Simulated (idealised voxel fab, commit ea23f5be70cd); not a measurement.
voxel self aligned vias: a process module
Displayed cross-section: cut, width of 175 nm, square cells sized 5 nm.
Cross-section, as written here: a square-cell grid given band by band from the top down, where a band holds one or more rows of cells. In this notation a band is specified by the heights of its top and bottom, in that order and in nm, after which its materials appear from left to right, each paired with its width in nm. The word "all across" attached to a single material means that material fills the band from edge to edge; the word "blank" stands for empty space. Counting heights begins at 0, where everything beneath is, in the wafer as received, one material. The lowest band has no bottom; it goes on downwards, as "z 0 and below" shows. You'd read "30 to 40" like this: the band's top row of cells is as wide as the first number, its bottom row is as wide as the second, and going down, every row changes width by the same amount as the row before did. When a step is marked "stayed the same", none of the cells in the cross-section changed during that step. For the entry "Internal closed voids", the listed items are empty spaces with no open way to the top whose size is 8 cells or more; each item follows the pattern width x height at distance, where distance is from the left edge and all three are in nm. Step line, after settings: the simulator's comment on this step. "overlay nm" denotes, for a step that has a mask, the displacement of the mask to the right of its planned place, with negative values corresponding to the left.
THE FOLLOWING LIST GIVES THE PLANNED PROCESS STEPS
1. RECEIVE with material Si
2. CONFORMAL_DEP with material SiO2, thk nm 15
3. CONFORMAL_DEP with material SiCN, thk nm 5
4. DIRECTIONAL_DEP with material lowk, thk nm 30
5. DIRECTIONAL_DEP with material aC, thk nm 15
6. PATTERN with tone open, mask id LINES, material resist, width nm 25, pitch nm 65, thk nm 35, overlay nm 0
7. DIRECTIONAL_ETCH with etch materials aC, depth nm 15
8. STRIP with etch materials resist
9. DIRECTIONAL_ETCH with etch materials lowk, depth nm 30
10. STRIP with etch materials aC
11. CONFORMAL_DEP with material TiN, thk nm 5
12. FILL_DEP with material W, thk nm 5
13. CMP with height nm 50
14. SELECTIVE_ETCH with etch materials W Ru TiN, depth nm 10
15. FILL_DEP with material SiN, thk nm 10
16. CMP with height nm 50
17. DIRECTIONAL_DEP with material lowk, thk nm 20
18. DIRECTIONAL_DEP with material aC, thk nm 10
19. PATTERN with tone open, mask id VIAS, material resist, width nm 35, thk nm 30, overlay nm -15
20. DIRECTIONAL_ETCH with etch materials aC, depth nm 10
21. STRIP with etch materials resist
22. DIRECTIONAL_ETCH with etch materials lowk, depth nm 20
23. DIRECTIONAL_ETCH with etch materials SiN, depth nm 10
24. STRIP with etch materials aC
25. CONFORMAL_DEP with material TiN, thk nm 5
26. FILL_DEP with material W, thk nm 10
27. CMP with height nm 70
28. CONFORMAL_DEP with material SiN, thk nm 5
Be aware that, although all wafers share a common starting state, the overlay nm at step 19 differs among them, and the plan displays the first wafer's value.
AS-RECEIVED STATE AFTER STEP 1, FIRST OF SEVERAL WAFERS, CROSS-SECTION
* z 0 and below = Si all across
* Internal closed voids: none
FOR YOUR REFERENCE, THE TABLE IS ORGANIZED WITH A ROW PER WAFER; EACH ROW REFLECTS THE WAFER AT THE END OF THE MODULE, INDICATING FOR EACH MATERIAL THE CELLS GAINED (+) OR LOST (-) SINCE RECEIPT, AND THEREAFTER ITS CLOSED VOIDS
overlay nm -15; +35 SiCN; +49 SiN; +105 SiO2; +39 TiN; +35 W; +262 lowk; Internal closed voids: none
overlay nm -10; +35 SiCN; +47 SiN; +105 SiO2; +39 TiN; +37 W; +262 lowk; Internal closed voids: none
overlay nm -5; +35 SiCN; +45 SiN; +105 SiO2; +39 TiN; +39 W; +262 lowk; Internal closed voids: none
overlay nm 0; +35 SiCN; +45 SiN; +105 SiO2; +39 TiN; +39 W; +262 lowk; Internal closed voids: none
overlay nm 5; +35 SiCN; +45 SiN; +105 SiO2; +39 TiN; +39 W; +262 lowk; Internal closed voids: none
overlay nm 10; +35 SiCN; +47 SiN; +105 SiO2; +39 TiN; +37 W; +262 lowk; Internal closed voids: none
overlay nm 15; +35 SiCN; +49 SiN; +105 SiO2; +39 TiN; +35 W; +262 lowk; Internal closed voids: none
